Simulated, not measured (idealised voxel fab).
The name of this process module is voxel fin reveal.
Section cut is 165 nm wide and gridded with 5 nm square cells.
Cross-section = grid of square cells, listed top down in bands; band = one or more rows. First you get the band's top height and its bottom height, in nm, and then the materials it's made of, left to right, with each width in nm. If you see a single material with "edge to edge", that one covers the band edge to edge. "blank" is empty space. Beneath 0, the wafer as received is one material, and that level is where height counting begins. The lowest band goes on downward without a bottom; it is written like "0 and below". Width "30 to 40": first value at the band's top row of cells, second value at its bottom row, equal change from row to row. No cell of the cross-section changed in a step that is given as "all unchanged". You'll see "Enclosed empty spaces" listing empty spaces that have no way open to the top, as long as they're 8 cells or more; the notation is width x height at distance, where the distance is from the left edge, and all of it is in nm. Formally, on a step line, whatever follows the settings is a remark that the simulator itself makes on the step. You can add "overlay nm" to a step's line. For a step with a mask, it describes how far the mask lay to the right of its planned position, and a negative number describes a lay to the left.
Below is the list of planned process steps:
| 1 | RECEIVE [material Si] |
| 2 | CONFORMAL_DEP [material SiN] [thk nm 5] |
| 3 | MASKED_ETCH [tone cover] [mask id FINS] [width nm 15] [pitch nm 40] [etch materials SiN] [depth nm 5] [overlay nm 0] |
| 4 | MASKED_ETCH [tone cover] [mask id FINS] [width nm 15] [pitch nm 40] [etch materials Si] [depth nm 40] [overlay nm 0] |
| 5 | OXIDIZE [depth nm 5] |
| 6 | FILL_DEP [material SiO2] [thk nm 10] |
| 7 | CMP [height nm 5] |
| 8 | SELECTIVE_ETCH [etch materials SiO2] [depth nm 25] |
| 9 | STRIP [etch materials SiN] |
| 10 | CONFORMAL_DEP [material SiO2] [thk nm 5] |
Cross-section, incoming material, after step 1:
    0 and below  Si edge to edge
    Enclosed empty spaces: none
Here's the cross-section of the first of our two wafers at the end of the module - it ran as planned:
    5 down to 0  55 of blank; 15 of SiO2; 25 of blank; 15 of SiO2; 55 of blank
    0 down to -15  55 of blank; 5 of SiO2; 5 of Si; 5 of SiO2; 25 of blank; 5 of SiO2; 5 of Si; 5 of SiO2; 55 of blank
    -15 down to -45  60 of SiO2; 5 of Si; 35 of SiO2; 5 of Si; 60 of SiO2
    -45 and below  Si edge to edge
    Enclosed empty spaces: none
Second wafer cross-section at end of module - shared start and plan with the first, one mistake in the run:
    5 down to 0  55 of blank; 15 of SiN; 25 of blank; 15 of SiN; 55 of blank
    0 down to -15  55 of blank; 5 of SiN; 5 of Si; 5 of SiN; 25 of blank; 5 of SiN; 5 of Si; 5 of SiN; 55 of blank
    -15 down to -20  60 of SiN; 5 of Si; 35 of SiN; 5 of Si; 60 of SiN
    -20 down to -45  60 of SiO2; 5 of Si; 35 of SiO2; 5 of Si; 60 of SiO2
    -45 and below  Si edge to edge
    Enclosed empty spaces: none
Run error: step 10 went in with a setting other than planned; the actual run was CONFORMAL_DEP [material SiN] [thk nm 5]
Final difference in cells, second wafer against first, listed per material as more or fewer: SiN: 49 more | SiO2: 49 fewer
